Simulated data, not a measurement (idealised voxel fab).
The following process module bears the name voxel double patterning.
Section cut is 220 nm wide and gridded with 5 nm square cells.
A cross-section is written here as square cells arranged in a grid, and it is given in bands from the top down, each band taking up one or more rows of cells.
The entry gives the band's vertical extent as a top height and a bottom height in nm, then its horizontal make-up as materials from left to right, each with a width in nm. "empty" stands for empty space; a single material marked "edge to edge" fills the band edge to edge.
The reference from which all heights are counted is 0, the level beneath which the as-received wafer is entirely one material; the lowest band, having no lower bound, proceeds downward and is written after the example "0 nm and below".
So if you see something like "30..40" for the width, read it as the top row of the band sitting at the first number and the bottom row at the second, with every row in between moving by the same amount as the last.
Basically "no alteration" means that step didn't change any cell in the cross-section.
Entry "Enclosed internal cavities" = empty spaces >= 8 cells with no open way to the top; each as width x height at distance, distance from left edge, all nm.
Read whatever lies past the settings on a step's line as the simulator's own remark about the step.
If you see "overlay nm" on a step's line and that step has a mask, it's telling you how far right of where it was planned the mask ended up; a negative number means it went left instead.

The planned process steps are enumerated hereunder
1: RECEIVE with material Si
2: CONFORMAL_DEP with material SiO2, thk nm 5
3: DIRECTIONAL_DEP with material TiN, thk nm 10
4: DIRECTIONAL_DEP with material SiCN, thk nm 5
5: DIRECTIONAL_DEP with material aC, thk nm 10
6: PATTERN with tone open, mask id FIRST, material resist, width nm 15, pitch nm 50, thk nm 25, overlay nm 0
7: DIRECTIONAL_ETCH with etch materials aC, depth nm 10
8: STRIP with etch materials resist
9: DIRECTIONAL_ETCH with etch materials SiCN, depth nm 5
10: STRIP with etch materials aC
11: MASKED_ETCH with tone open, mask id SECOND, width nm 15, pitch nm 50, etch materials SiCN, depth nm 5, overlay nm 0
12: DIRECTIONAL_ETCH with etch materials TiN, depth nm 10
13: STRIP with etch materials SiCN

As-received state of the wafer in cross-section, equivalent to post-step 1
	0 nm and below | Si edge to edge
	Enclosed internal cavities: none

Cross-section at module end, one run error; start and plan unchanged from above
	15 nm to 5 nm | TiN 50 nm / empty 15 nm / TiN 5 nm / empty 15 nm / TiN 15 nm / empty 15 nm / TiN 5 nm / empty 15 nm / TiN 15 nm / empty 15 nm / TiN 55 nm
	5 nm to 0 nm | SiO2 edge to edge
	0 nm and below | Si edge to edge
	Enclosed internal cavities: none
What went wrong in running the wafer? step 11 did not use the planned setting and instead ran as MASKED_ETCH with tone open, mask id SECOND, width nm 15, pitch nm 50, etch materials SiCN, depth nm 5, overlay nm -5
